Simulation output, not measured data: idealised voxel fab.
This is a process module. Its name is voxel double patterning.
In the cross-section labelled cut, the width is 235 nm and each square cell is 5 nm.
Cross-section, as written here: a square-cell grid given band by band from the top down, where a band holds one or more rows of cells. Quick guide to a band line: top height, bottom height (nm) up front; then every material left to right with its width in nm. Only one material and it's marked "throughout"? Then it fills the band edge to edge. And "blank" just means empty space. Note: height 0 marks the level under which the wafer is uniformly one material as received. Lowest band unbounded below, written "0 nm and below". Graded width ("30..40"): value in top row of band = first number; value in bottom row = second number; row-to-row change constant. "everything unchanged" after a step means that no cell of the cross-section changed. Any empty space of 8 cells or more lacking an open way to the top shows up in "Sealed-off cavities" as width x height at distance, distance from the left edge, in nm. Post-settings text on a step line: simulator's own remark regarding the step. overlay nm, on a step with a mask: how far to the right of its planned place the mask lay; to the left if negative.

**So here's the lineup of process steps we planned**
step 1: RECEIVE, material Si
step 2: CONFORMAL_DEP, material SiN, thk nm 10
step 3: DIRECTIONAL_DEP, material SiO2, thk nm 20
step 4: DIRECTIONAL_DEP, material SiCN, thk nm 5
step 5: MASKED_ETCH, tone open, mask id FIRST, width nm 15, pitch nm 50, etch materials SiCN, depth nm 5, overlay nm 0
step 6: DIRECTIONAL_DEP, material aC, thk nm 15
step 7: PATTERN, tone open, mask id SECOND, material resist, width nm 15, pitch nm 50, thk nm 35, overlay nm 0
step 8: DIRECTIONAL_ETCH, etch materials aC, depth nm 15
step 9: STRIP, etch materials resist
step 10: DIRECTIONAL_ETCH, etch materials SiCN, depth nm 5
step 11: STRIP, etch materials aC
step 12: DIRECTIONAL_ETCH, etch materials SiO2, depth nm 20
step 13: STRIP, etch materials SiCN

**The first of two wafers, run as planned**

**Cross-section, incoming material, after step 1**
0 nm and below: Si throughout
Sealed-off cavities: none

**Cross-section through the wafer, step 2 finished**
10 nm to 0 nm: SiN throughout
Anything lower than 0 is untouched.

**Cross-section through the wafer, step 3 finished**
30 nm to 10 nm: SiO2 throughout
Anything lower than 10 is untouched.

**Cross-section through the wafer, step 4 finished**
35 nm to 30 nm: SiCN throughout
Anything lower than 30 is untouched.

**Cross-section through the wafer, step 5 finished**
35 nm to 30 nm: 60 nm SiCN; 15 nm blank; 35 nm SiCN; 15 nm blank; 35 nm SiCN; 15 nm blank; 60 nm SiCN
Anything lower than 30 is untouched.

**Cross-section through the wafer, step 6 finished**
50 nm to 45 nm: 60 nm aC; 15 nm blank; 35 nm aC; 15 nm blank; 35 nm aC; 15 nm blank; 60 nm aC
45 nm to 35 nm: aC throughout
35 nm to 30 nm: 60 nm SiCN; 15 nm aC; 35 nm SiCN; 15 nm aC; 35 nm SiCN; 15 nm aC; 60 nm SiCN
Anything lower than 30 is untouched.

**Cross-section through the wafer, step 7 finished**
85 nm to 50 nm: 85 nm resist; 15 nm blank; 35 nm resist; 15 nm blank; 85 nm resist
50 nm to 45 nm: 60 nm aC; 15 nm resist; 35 nm aC; 15 nm resist; 35 nm aC; 15 nm resist; 60 nm aC
Anything lower than 45 is untouched.

**Cross-section through the wafer, step 8 finished**
70 nm to 50 nm: 85 nm resist; 15 nm blank; 35 nm resist; 15 nm blank; 85 nm resist
50 nm to 45 nm: 60 nm aC; 15 nm resist; 10 nm aC; 15 nm blank; 10 nm aC; 15 nm resist; 10 nm aC; 15 nm blank; 10 nm aC; 15 nm resist; 60 nm aC
45 nm to 35 nm: 85 nm aC; 15 nm blank; 35 nm aC; 15 nm blank; 85 nm aC
Anything lower than 35 is untouched.

**Cross-section through the wafer, step 9 finished**
50 nm to 45 nm: 60 nm aC; 15 nm blank; 10 nm aC; 15 nm blank; 10 nm aC; 15 nm blank; 10 nm aC; 15 nm blank; 10 nm aC; 15 nm blank; 60 nm aC
Anything lower than 45 is untouched.

**Cross-section through the wafer, step 10 finished**
50 nm to 45 nm: 60 nm aC; 15 nm blank; 10 nm aC; 15 nm blank; 10 nm aC; 15 nm blank; 10 nm aC; 15 nm blank; 10 nm aC; 15 nm blank; 60 nm aC
45 nm to 35 nm: 85 nm aC; 15 nm blank; 35 nm aC; 15 nm blank; 85 nm aC
35 nm to 30 nm: 60 nm SiCN; 15 nm aC; 10 nm SiCN; 15 nm blank; 10 nm SiCN; 15 nm aC; 10 nm SiCN; 15 nm blank; 10 nm SiCN; 15 nm aC; 60 nm SiCN
Anything lower than 30 is untouched.

**Cross-section through the wafer, step 11 finished**
35 nm to 30 nm: 60 nm SiCN; 15 nm blank; 10 nm SiCN; 15 nm blank; 10 nm SiCN; 15 nm blank; 10 nm SiCN; 15 nm blank; 10 nm SiCN; 15 nm blank; 60 nm SiCN
Anything lower than 30 is untouched.

**Cross-section through the wafer, step 12 finished**
35 nm to 30 nm: 60 nm SiCN; 15 nm blank; 10 nm SiCN; 15 nm blank; 10 nm SiCN; 15 nm blank; 10 nm SiCN; 15 nm blank; 10 nm SiCN; 15 nm blank; 60 nm SiCN
30 nm to 10 nm: 60 nm SiO2; 15 nm blank; 10 nm SiO2; 15 nm blank; 10 nm SiO2; 15 nm blank; 10 nm SiO2; 15 nm blank; 10 nm SiO2; 15 nm blank; 60 nm SiO2
Anything lower than 10 is untouched.

**Cross-section through the wafer, step 13 finished**
30 nm to 10 nm: 60 nm SiO2; 15 nm blank; 10 nm SiO2; 15 nm blank; 10 nm SiO2; 15 nm blank; 10 nm SiO2; 15 nm blank; 10 nm SiO2; 15 nm blank; 60 nm SiO2
Anything lower than 10 is untouched.

**What follows concerns the second wafer, which started out like the first and was meant to follow the very same plan; one mistake crept in when it was run, but everything up to and including step 1 is the same as for the first wafer**

Cross-section of the second wafer when, according to plan, step 2 should have finished: everything unchanged

**Cross-section of the second wafer when, according to plan, step 3 should have finished**
20 nm to 0 nm: SiO2 throughout
Anything lower than 0 is untouched.

**Cross-section of the second wafer when, according to plan, step 4 should have finished**
25 nm to 20 nm: SiCN throughout
Anything lower than 20 is untouched.

**Cross-section of the second wafer when, according to plan, step 5 should have finished**
25 nm to 20 nm: 60 nm SiCN; 15 nm blank; 35 nm SiCN; 15 nm blank; 35 nm SiCN; 15 nm blank; 60 nm SiCN
Anything lower than 20 is untouched.

**Cross-section of the second wafer when, according to plan, step 6 should have finished**
40 nm to 35 nm: 60 nm aC; 15 nm blank; 35 nm aC; 15 nm blank; 35 nm aC; 15 nm blank; 60 nm aC
35 nm to 25 nm: aC throughout
25 nm to 20 nm: 60 nm SiCN; 15 nm aC; 35 nm SiCN; 15 nm aC; 35 nm SiCN; 15 nm aC; 60 nm SiCN
Anything lower than 20 is untouched.

**Cross-section of the second wafer when, according to plan, step 7 should have finished**
75 nm to 40 nm: 85 nm resist; 15 nm blank; 35 nm resist; 15 nm blank; 85 nm resist
40 nm to 35 nm: 60 nm aC; 15 nm resist; 35 nm aC; 15 nm resist; 35 nm aC; 15 nm resist; 60 nm aC
Anything lower than 35 is untouched.

**Cross-section of the second wafer when, according to plan, step 8 should have finished**
60 nm to 40 nm: 85 nm resist; 15 nm blank; 35 nm resist; 15 nm blank; 85 nm resist
40 nm to 35 nm: 60 nm aC; 15 nm resist; 10 nm aC; 15 nm blank; 10 nm aC; 15 nm resist; 10 nm aC; 15 nm blank; 10 nm aC; 15 nm resist; 60 nm aC
35 nm to 25 nm: 85 nm aC; 15 nm blank; 35 nm aC; 15 nm blank; 85 nm aC
Anything lower than 25 is untouched.

**Cross-section of the second wafer when, according to plan, step 9 should have finished**
40 nm to 35 nm: 60 nm aC; 15 nm blank; 10 nm aC; 15 nm blank; 10 nm aC; 15 nm blank; 10 nm aC; 15 nm blank; 10 nm aC; 15 nm blank; 60 nm aC
Anything lower than 35 is untouched.

**Cross-section of the second wafer when, according to plan, step 10 should have finished**
40 nm to 35 nm: 60 nm aC; 15 nm blank; 10 nm aC; 15 nm blank; 10 nm aC; 15 nm blank; 10 nm aC; 15 nm blank; 10 nm aC; 15 nm blank; 60 nm aC
35 nm to 25 nm: 85 nm aC; 15 nm blank; 35 nm aC; 15 nm blank; 85 nm aC
25 nm to 20 nm: 60 nm SiCN; 15 nm aC; 10 nm SiCN; 15 nm blank; 10 nm SiCN; 15 nm aC; 10 nm SiCN; 15 nm blank; 10 nm SiCN; 15 nm aC; 60 nm SiCN
Anything lower than 20 is untouched.

**Cross-section of the second wafer when, according to plan, step 11 should have finished**
25 nm to 20 nm: 60 nm SiCN; 15 nm blank; 10 nm SiCN; 15 nm blank; 10 nm SiCN; 15 nm blank; 10 nm SiCN; 15 nm blank; 10 nm SiCN; 15 nm blank; 60 nm SiCN
Anything lower than 20 is untouched.

**Cross-section of the second wafer when, according to plan, step 12 should have finished**
25 nm to 20 nm: 60 nm SiCN; 15 nm blank; 10 nm SiCN; 15 nm blank; 10 nm SiCN; 15 nm blank; 10 nm SiCN; 15 nm blank; 10 nm SiCN; 15 nm blank; 60 nm SiCN
20 nm to 0 nm: 60 nm SiO2; 15 nm blank; 10 nm SiO2; 15 nm blank; 10 nm SiO2; 15 nm blank; 10 nm SiO2; 15 nm blank; 10 nm SiO2; 15 nm blank; 60 nm SiO2
Anything lower than 0 is untouched.

**Cross-section of the second wafer when, according to plan, step 13 should have finished**
20 nm to 0 nm: 60 nm SiO2; 15 nm blank; 10 nm SiO2; 15 nm blank; 10 nm SiO2; 15 nm blank; 10 nm SiO2; 15 nm blank; 10 nm SiO2; 15 nm blank; 60 nm SiO2
Anything lower than 0 is untouched.
What was done differently from what was planned? no execution of plan step 2; skipped
In the final state, the cell counts of the second wafer exceed or fall short of those of the first for the following materials: SiN -94
